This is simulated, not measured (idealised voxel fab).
Proc. module: voxel capacitor over wiring
Each square cell in cross-section cut measures 5 nm, and the section as a whole is 255 nm wide.
Throughout this document, each cross-section is represented as a grid of square cells and is presented as a sequence of bands enumerated from the top downward, where a band comprises one or more rows of cells.
What a band's entry tells you: where the top is and where the bottom is, as heights in nm, and after that what lies inside, material by material from left to right, each with its width in nm. Empty space is written as the word "empty", and a single material marked with the word "throughout" occupies the band from edge to edge.
The level at which height equals 0 is the one under which the wafer, as it arrives, is entirely one material. No lower edge exists for the bottom band, which continues downward and is notated as in "0 nm and below".
When a width is written as two numbers, as in "30..40", the first number is the width in the top row of cells of the band and the second is the width in its bottom row, and the width changes by the same amount from each row to the next.
"no change" -> step changed no cross-section cell.
Empty spaces without an open route to the top, at least 8 cells in extent, make up the entry "Closed void roster"; each is given as width x height at distance, where the distance is measured from the left edge, and all are in nm.
Post-settings text on a step line: simulator's own remark regarding the step.
overlay nm: for a step with a mask, the amount by which the mask lay right of where it was planned; a negative amount means left of it.
List of planned process steps
1,RECEIVE,material Si
2,CONFORMAL_DEP,material SiO2,thk nm 10
3,CONFORMAL_DEP,material SiN,thk nm 5
4,DIRECTIONAL_DEP,material SiO2,thk nm 20
5,PATTERN,tone open,mask id METAL_1,material resist,width nm 30,pitch nm 80,thk nm 15,overlay nm 0
6,DIRECTIONAL_ETCH,etch materials SiO2,depth nm 20
7,DIRECTIONAL_ETCH,etch materials SiN,depth nm 5
8,STRIP,etch materials resist
9,CONFORMAL_DEP,material TiN,thk nm 5
10,FILL_DEP,material Ru,thk nm 5
11,CMP,height nm 35
12,EPI,material Ru,thk nm 5
13,FILL_DEP,material SiCN,thk nm 5
14,DIRECTIONAL_DEP,material lowk,thk nm 10
15,PATTERN,tone open,mask id PLUG_1,material resist,width nm 15,thk nm 15,overlay nm 0
16,DIRECTIONAL_ETCH,etch materials lowk,depth nm 10
17,DIRECTIONAL_ETCH,etch materials SiCN,depth nm 5
18,STRIP,etch materials resist
19,EPI,material Ru,thk nm 10
20,EPI,material Ru,thk nm 5
21,DIRECTIONAL_DEP,material TiN,thk nm 5
22,DIRECTIONAL_DEP,material SiN,thk nm 5
23,DIRECTIONAL_DEP,material TiN,thk nm 10
24,DIRECTIONAL_DEP,material aC,thk nm 10
25,PATTERN,tone cover,mask id UPPER_PLATE,material resist,width nm 55,thk nm 25,overlay nm 0
26,DIRECTIONAL_ETCH,etch materials aC,depth nm 10
27,STRIP,etch materials resist
28,DIRECTIONAL_ETCH,etch materials TiN,depth nm 10
29,DIRECTIONAL_ETCH,etch materials SiN,depth nm 5
30,STRIP,etch materials aC
31,PATTERN,tone cover,mask id LOWER_PLATE,material resist,width nm 65,thk nm 20,overlay nm 0
32,DIRECTIONAL_ETCH,etch materials TiN,depth nm 5
33,STRIP,etch materials resist
34,FILL_DEP,material SiO2,thk nm 15
35,CMP,height nm 85
36,DIRECTIONAL_DEP,material aC,thk nm 10
37,PATTERN,tone open,mask id PLUG_2,material resist,width nm 15,thk nm 30,overlay nm 0
38,DIRECTIONAL_ETCH,etch materials aC,depth nm 10
39,STRIP,etch materials resist
40,DIRECTIONAL_ETCH,etch materials SiO2,depth nm 10
41,STRIP,etch materials aC
42,CONFORMAL_DEP,material TiN,thk nm 5
43,FILL_DEP,material Ru,thk nm 5
44,CMP,height nm 85
45,CONFORMAL_DEP,material SiN,thk nm 5
Wafer at receipt (post step 1), cross-section
- 0 nm and below = Si throughout
- Closed void roster: none
Cross-section at module end, one run error; start and plan unchanged from above
- 90 nm to 85 nm = SiN throughout
- 85 nm to 80 nm = 95 nm SiO2; 15 nm TiN; 145 nm SiO2
- 80 nm to 70 nm = 85 nm SiO2; 55 nm TiN; 115 nm SiO2
- 70 nm to 65 nm = 80 nm SiO2; 65 nm TiN; 110 nm SiO2
- 65 nm to 60 nm = SiN throughout
- 60 nm to 55 nm = TiN throughout
- 55 nm to 45 nm = 85 nm lowk; 15 nm Ru; 155 nm lowk
- 45 nm to 40 nm = 85 nm SiCN; 15 nm Ru; 155 nm SiCN
- 40 nm to 35 nm = 65 nm SiCN; 40 nm Ru; 40 nm SiCN; 40 nm Ru; 70 nm SiCN
- 35 nm to 15 nm = 70 nm SiO2; 5 nm TiN; 20 nm Ru; 5 nm TiN; 50 nm SiO2; 5 nm TiN; 20 nm Ru; 5 nm TiN; 75 nm SiO2
- 15 nm to 10 nm = 70 nm SiN; 30 nm TiN; 50 nm SiN; 30 nm TiN; 75 nm SiN
- 10 nm to 0 nm = SiO2 throughout
- 0 nm and below = Si throughout
- Closed void roster: none
Error vs. plan: step 23 ran differently from the plan; actual operation with settings: DIRECTIONAL_DEP,material TiN,thk nm 15
